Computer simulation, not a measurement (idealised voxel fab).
Process module heading - voxel lift off
Pictured: cross-section cut, 210 nm wide, on a grid of 5 nm square cells.
Cross-sections here: square-cell grids, written as top-down lists of bands, a band being one or more rows of cells. Per band: top height and bottom height in nm, followed by the left-to-right materials and their widths in nm; "edge to edge" marks a single material spanning edge to edge, "blank" marks empty space. It should be noted that heights are counted from 0, beneath which the wafer as supplied is of one material throughout, and that the lowest band possesses no lower boundary but continues downward, as written in "z 0 and below". Top row gets the first number, bottom row gets the second, and each row in between changes by the same step: that is how a band width like "30 to 40" works. Reading "no change occurred" for a step: not a cell of the cross-section changed in it. You'll see "Enclosed voids" listing empty spaces that have no way open to the top, as long as they're 8 cells or more; the notation is width x height at distance, where the distance is from the left edge, and all of it is in nm. Formally, on a step line, whatever follows the settings is a remark that the simulator itself makes on the step. "overlay nm" answers the question of how far to the right of plan the mask lay on a step that has a mask, and when it is negative the answer is to the left.
**Planned process steps**
1 RECEIVE (material Si)
2 CONFORMAL_DEP (material Al2O3; thk nm 15)
3 PATTERN (tone open; mask id LINES; material resist; width nm 20; pitch nm 50; thk nm 30; overlay nm 0)
4 DIRECTIONAL_DEP (material Ru; thk nm 15)
5 STRIP (etch materials resist)
6 CONFORMAL_DEP (material SiO2; thk nm 10)
Where the wafers of this document differ is in the width nm of step 3; they start out the same, and the plan states the value that applied to the first wafer.
**Cross-section of the first incoming wafer of several, state after step 1**
  z 0 and below | Si edge to edge
  Enclosed voids: none
**Gained (+) or lost (-) cells of each material since receipt, then closed voids: one row per wafer, at the end of the module**
width nm 20, +126 Al2O3, +36 Ru, +120 SiO2, Enclosed voids: none
width nm 25, +126 Al2O3, +45 Ru, +120 SiO2, Enclosed voids: none
width nm 30, +126 Al2O3, +54 Ru, +120 SiO2, Enclosed voids: none
width nm 35, +126 Al2O3, +63 Ru, +114 SiO2, Enclosed voids: none
